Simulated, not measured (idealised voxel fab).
Documented hereafter: the process module known as voxel self aligned vias.
cross-section cut | 280 nm wide | cells 5 nm
Cross-sections here: square-cell grids, written as top-down lists of bands, a band being one or more rows of cells.
Look at the band entry: it leads with the top's height and the bottom's height in nm. Then it lists the materials left to right, with a width in nm for each. The word "throughout" on a single material says that material fills the band edge to edge. The word "blank" is empty space.
Note: height 0 marks the level under which the wafer is uniformly one material as received. Lowest band unbounded below, written "0 nm and below".
You'd read "30 to 40" like this: the band's top row of cells is as wide as the first number, its bottom row is as wide as the second, and going down, every row changes width by the same amount as the row before did.
Reading "all unchanged" for a step: not a cell of the cross-section changed in it.
Closed-off voids of 8+ cells (no open route to the top) go in "Enclosed void list", written width x height at distance from the left edge, in nm.
Whatever follows a step's settings on its line is a remark the simulator itself makes about that step.
overlay nm: how far to the right of its planned place the mask lay on this masked step (negative: to the left).

# Process steps - plan
1) RECEIVE: material Si
2) CONFORMAL_DEP: material SiO2, thk nm 10
3) CONFORMAL_DEP: material SiCN, thk nm 5
4) DIRECTIONAL_DEP: material SiO2, thk nm 25
5) PATTERN: tone open, mask id LINES, material resist, width nm 20, pitch nm 50, thk nm 15, overlay nm 0
6) DIRECTIONAL_ETCH: etch materials SiO2, depth nm 25
7) STRIP: etch materials resist
8) CONFORMAL_DEP: material TiN, thk nm 5
9) FILL_DEP: material Ru, thk nm 10
10) CMP: height nm 40
11) SELECTIVE_ETCH: etch materials W Ru TiN, depth nm 5
12) FILL_DEP: material SiN, thk nm 10
13) CMP: height nm 40
14) DIRECTIONAL_DEP: material SiO2, thk nm 20
15) MASKED_ETCH: tone open, mask id VIAS, width nm 30, pitch nm 50, etch materials SiO2, depth nm 20, overlay nm -15
16) MASKED_ETCH: tone open, mask id VIAS, width nm 30, pitch nm 50, etch materials SiN, depth nm 5, overlay nm 0
17) CONFORMAL_DEP: material TiN, thk nm 5
18) FILL_DEP: material W, thk nm 10
19) CMP: height nm 60
20) CONFORMAL_DEP: material SiCN, thk nm 5
The wafers are alike at the start. At step 15, their overlay nm differs. The plan lists the first wafer's value.

# As-received cross-section, first of several wafers, post step 1
  0 nm and below  Si throughout
  Enclosed void list: none

# Every row in this table is a wafer at the end of the module, and it gives, for each of the materials, the cells that wafer has gained (+) or lost (-) since it was received, then its closed voids
overlay nm -15 | +18 Ru | +112 SiCN | +6 SiN | +484 SiO2 | +72 TiN | +36 W | Enclosed void list: none
overlay nm -10 | +18 Ru | +112 SiCN | +3 SiN | +484 SiO2 | +72 TiN | +39 W | Enclosed void list: none
overlay nm -5 | +18 Ru | +112 SiCN | +484 SiO2 | +72 TiN | +42 W | Enclosed void list: none
overlay nm 0 | +18 Ru | +112 SiCN | +484 SiO2 | +72 TiN | +42 W | Enclosed void list: none
overlay nm 5 | +18 Ru | +112 SiCN | +484 SiO2 | +72 TiN | +42 W | Enclosed void list: none
overlay nm 10 | +18 Ru | +112 SiCN | +3 SiN | +484 SiO2 | +72 TiN | +39 W | Enclosed void list: none
overlay nm 15 | +18 Ru | +112 SiCN | +6 SiN | +484 SiO2 | +72 TiN | +36 W | Enclosed void list: none
